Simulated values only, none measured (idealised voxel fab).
A process module follows: voxel wiring stack.
Section shown: cut. Width: 285 nm. Cell size: 5 nm, square.
Cross-sections here: square-cell grids, written as top-down lists of bands, a band being one or more rows of cells.
This entry defines a band. It first specifies the height of the band's top and the height of its bottom in nm, and then specifies the band's materials from left to right, stating each material with its width in nm. The word "throughout" identifies a single material that fills the band from edge to edge, while the word "empty" identifies empty space.
The level at which height equals 0 is the one under which the wafer, as it arrives, is entirely one material. No lower edge exists for the bottom band, which continues downward and is notated as in "0 down".
A width such as "30->40" changes by the same amount from each row of cells to the next, from the band's top row to its bottom row.
"no alteration" after a step means that no cell of the cross-section changed.
Any empty space of 8 cells or more lacking an open way to the top shows up in "Sealed void listing" as width x height at distance, distance from the left edge, in nm.
Read whatever lies past the settings on a step's line as the simulator's own remark about the step.
Regarding "overlay nm": on a step with a mask, it is the distance the mask lay to the right of its planned place; a negative value places it to the left.

The process steps that were planned are listed below
1 RECEIVE, material Si
2 CONFORMAL_DEP, material SiO2, thk nm 15
3 CONFORMAL_DEP, material SiCN, thk nm 5
4 DIRECTIONAL_DEP, material SiO2, thk nm 25
5 PATTERN, tone open, mask id METAL_1, material resist, width nm 25, pitch nm 45, thk nm 20, overlay nm 0
6 DIRECTIONAL_ETCH, etch materials SiO2, depth nm 25
7 DIRECTIONAL_ETCH, etch materials SiCN, depth nm 5
8 STRIP, etch materials resist
9 CONFORMAL_DEP, material TiN, thk nm 5
10 FILL_DEP, material Cu, thk nm 10
11 CMP, height nm 45
12 CONFORMAL_DEP, material SiCN, thk nm 5
13 DIRECTIONAL_DEP, material lowk, thk nm 35
14 PATTERN, tone open, mask id METAL_2, material resist, width nm 25, pitch nm 45, thk nm 15, overlay nm -15
15 DIRECTIONAL_ETCH, etch materials lowk, depth nm 20
16 STRIP, etch materials resist
17 MASKED_ETCH, tone open, mask id METAL_2_HOLES, width nm 15, etch materials lowk, depth nm 15, overlay nm 0
18 MASKED_ETCH, tone open, mask id METAL_2_HOLES, width nm 15, etch materials SiCN, depth nm 5, overlay nm 0
19 CONFORMAL_DEP, material TiN, thk nm 5
20 FILL_DEP, material Ru, thk nm 10
21 CMP, height nm 85
22 CONFORMAL_DEP, material SiN, thk nm 5
Same starting wafers, different overlay nm at step 14. Plan value belongs to the first wafer.

Step 1 complete: as-received cross-section of the first of several wafers
* 0 down = Si throughout
* Sealed void listing: none

Cross-section of the first of several wafers once the module has run through its last step, step 22
* 90 to 85 = SiN throughout
* 85 to 75 = lowk 90  TiN 5  Ru 20  TiN 5  lowk 15  TiN 5  Ru 15  TiN 5  lowk 125
* 75 to 70 = lowk 90  TiN 5  Ru 15  TiN 10  lowk 15  TiN 5  Ru 15  TiN 5  lowk 125
* 70 to 65 = lowk 90  TiN 25  lowk 20  TiN 25  lowk 125
* 65 to 50 = lowk 105  TiN 10  lowk 170
* 50 to 45 = SiCN 105  TiN 10  SiCN 170
* 45 to 20 = SiO2 105  TiN 5  Cu 15  TiN 5  SiO2 20  TiN 5  Cu 15  TiN 5  SiO2 110
* 20 to 15 = SiCN 105  TiN 25  SiCN 20  TiN 25  SiCN 110
* 15 to 0 = SiO2 throughout
* 0 down = Si throughout
* Sealed void listing: none

A cross-section through the last wafer at the close of the module
* 90 to 85 = SiN throughout
* 85 to 75 = lowk 105  TiN 5  Ru 30  TiN 5  lowk 20  TiN 5  Ru 15  TiN 5  lowk 95
* 75 to 70 = lowk 105  TiN 20  Ru 15  TiN 5  lowk 20  TiN 5  Ru 15  TiN 5  lowk 95
* 70 to 65 = lowk 120  TiN 25  lowk 20  TiN 25  lowk 95
* 65 to 50 = lowk throughout
* 50 to 45 = SiCN throughout
* 45 to 20 = SiO2 105  TiN 5  Cu 15  TiN 5  SiO2 20  TiN 5  Cu 15  TiN 5  SiO2 110
* 20 to 15 = SiCN 105  TiN 25  SiCN 20  TiN 25  SiCN 110
* 15 to 0 = SiO2 throughout
* 0 down = Si throughout
* Sealed void listing: none

Per wafer, end of module: cells gained (+) or lost (-) per material since receipt, then closed voids
overlay nm -15 | +30 Cu | +20 Ru | +102 SiCN | +57 SiN | +406 SiO2 | +61 TiN | +350 lowk | Sealed void listing: none
overlay nm -10 | +30 Cu | +22 Ru | +101 SiCN | +57 SiN | +406 SiO2 | +60 TiN | +350 lowk | Sealed void listing: none
overlay nm -5 | +30 Cu | +22 Ru | +101 SiCN | +57 SiN | +406 SiO2 | +60 TiN | +350 lowk | Sealed void listing: none
overlay nm 0 | +30 Cu | +22 Ru | +101 SiCN | +57 SiN | +406 SiO2 | +60 TiN | +350 lowk | Sealed void listing: none
overlay nm 5 | +30 Cu | +20 Ru | +102 SiCN | +57 SiN | +406 SiO2 | +61 TiN | +350 lowk | Sealed void listing: none
overlay nm 10 | +30 Cu | +22 Ru | +103 SiCN | +57 SiN | +406 SiO2 | +58 TiN | +350 lowk | Sealed void listing: none
overlay nm 15 | +30 Cu | +24 Ru | +104 SiCN | +57 SiN | +406 SiO2 | +55 TiN | +350 lowk | Sealed void listing: none
